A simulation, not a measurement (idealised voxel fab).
The process module presented herein is designated voxel gate over fins.
The figure presents cross-section cut, which has a width of 225 nm and is divided into square cells with an edge length of 5 nm.
Cross-section layout: square cells on a grid; listed as bands, top to bottom; a band spans one or more cell rows.
The band entry comprises the height of the band's top followed by the height of its bottom, expressed in nm, and subsequently the band's materials from left to right, each stated together with its width in nm. Where a single material is marked with the word "all across", that material fills the band from edge to edge. The word "air" represents empty space.
Convention: height 0 is the level below which the wafer, as received, is all one material. The lowest band does not terminate at the bottom but continues downward, represented as "0 -> down".
You'd read "30..40" like this: the band's top row of cells is as wide as the first number, its bottom row is as wide as the second, and going down, every row changes width by the same amount as the row before did.
"no modification" -> step changed no cross-section cell.
Empty spaces without an open route to the top, at least 8 cells in extent, make up the entry "Closed cavity list"; each is given as width x height at distance, where the distance is measured from the left edge, and all are in nm.
That trailing text on a step's line, after the settings, is the simulator's own remark on the step.
"overlay nm", when on a step's line for a step with a mask, measures how far to the right of its planned place the mask lay; a negative measure means to the left.

# Process steps (planned)
1 RECEIVE | material Si
2 CONFORMAL_DEP | material SiN | thk nm 10
3 DIRECTIONAL_DEP | material aC | thk nm 15
4 PATTERN | tone cover | mask id FINS | material resist | width nm 15 | pitch nm 55 | thk nm 35 | overlay nm 0
5 DIRECTIONAL_ETCH | etch materials aC | depth nm 15
6 STRIP | etch materials resist
7 DIRECTIONAL_ETCH | etch materials SiN | depth nm 10
8 DIRECTIONAL_ETCH | etch materials Si | depth nm 40
9 STRIP | etch materials aC
10 OXIDIZE | depth nm 5
11 FILL_DEP | material SiO2 | thk nm 5
12 CMP | height nm 10
13 DIRECTIONAL_DEP | material aC | thk nm 10
14 PATTERN | tone open | mask id RAIL | material resist | width nm 15 | thk nm 30 | overlay nm 0
15 DIRECTIONAL_ETCH | etch materials aC | depth nm 10
16 STRIP | etch materials resist
17 DIRECTIONAL_ETCH | etch materials SiO2 | depth nm 45
18 STRIP | etch materials aC
19 CONFORMAL_DEP | material TiN | thk nm 5
20 FILL_DEP | material Ru | thk nm 10
21 CMP | height nm 10
22 SELECTIVE_ETCH | etch materials W Ru TiN | depth nm 30
23 FILL_DEP | material SiO2 | thk nm 5
24 CMP | height nm 10
25 SELECTIVE_ETCH | etch materials SiO2 | depth nm 25
26 STRIP | etch materials SiN
27 CONFORMAL_DEP | material HfO2 | thk nm 5
28 CONFORMAL_DEP | material TiN | thk nm 5
29 CONFORMAL_DEP | material TiAl | thk nm 5
30 CONFORMAL_DEP | material TiN | thk nm 5
31 FILL_DEP | material W | thk nm 10
32 CMP | height nm 25
33 CONFORMAL_DEP | material SiCN | thk nm 10

# As-received wafer cross-section (after step 1)
> 0 -> down: Si all across
> Closed cavity list: none

# Module complete, cross-section. Starting point and plan per above. One mistake made in running the module
> 35 -> 25: SiCN all across
> 25 -> 20: W all across
> 20 -> 15: W: 60, TiN: 45, W: 10, TiN: 45, W: 65
> 15 -> 10: W: 60, TiN: 5, TiAl: 35, TiN: 5, W: 10, TiN: 5, TiAl: 35, TiN: 5, W: 65
> 10 -> 5: W: 60, TiN: 5, TiAl: 5, TiN: 25, TiAl: 5, TiN: 5, W: 10, TiN: 5, TiAl: 5, TiN: 25, TiAl: 5, TiN: 5, W: 65
> 5 -> 0: TiN: 65, TiAl: 5, TiN: 5, HfO2: 15, TiN: 5, TiAl: 5, TiN: 20, TiAl: 5, TiN: 5, HfO2: 15, TiN: 5, TiAl: 5, TiN: 70
> 0 -> -5: TiAl: 70, TiN: 5, HfO2: 5, Si: 5, HfO2: 5, TiN: 5, TiAl: 30, TiN: 5, HfO2: 5, Si: 5, HfO2: 5, TiN: 5, TiAl: 75
> -5 -> -10: TiN: 75, HfO2: 5, Si: 5, HfO2: 5, TiN: 40, HfO2: 5, Si: 5, HfO2: 5, TiN: 80
> -10 -> -15: HfO2: 80, Si: 5, HfO2: 50, Si: 5, HfO2: 85
> -15 -> -20: SiO2: 80, Si: 5, SiO2: 50, Si: 5, SiO2: 85
> -20 -> -30: Ru: 70, TiN: 5, SiO2: 5, Si: 5, SiO2: 5, TiN: 10, SiO2: 15, TiN: 5, Ru: 5, TiN: 5, SiO2: 5, Si: 5, SiO2: 5, TiN: 5, Ru: 75
> -30 -> -35: TiN: 75, SiO2: 5, Si: 5, SiO2: 5, TiN: 10, SiO2: 15, TiN: 15, SiO2: 5, Si: 5, SiO2: 5, TiN: 80
> -35 -> -45: SiO2: 80, Si: 5, SiO2: 50, Si: 5, SiO2: 85
> -45 -> down: Si all across
> Closed cavity list: none
Heads up, the wafer didn't run the way we planned it: step 14 was not run as planned; what actually ran was PATTERN | tone cover | mask id RAIL | material resist | width nm 15 | thk nm 30 | overlay nm 0
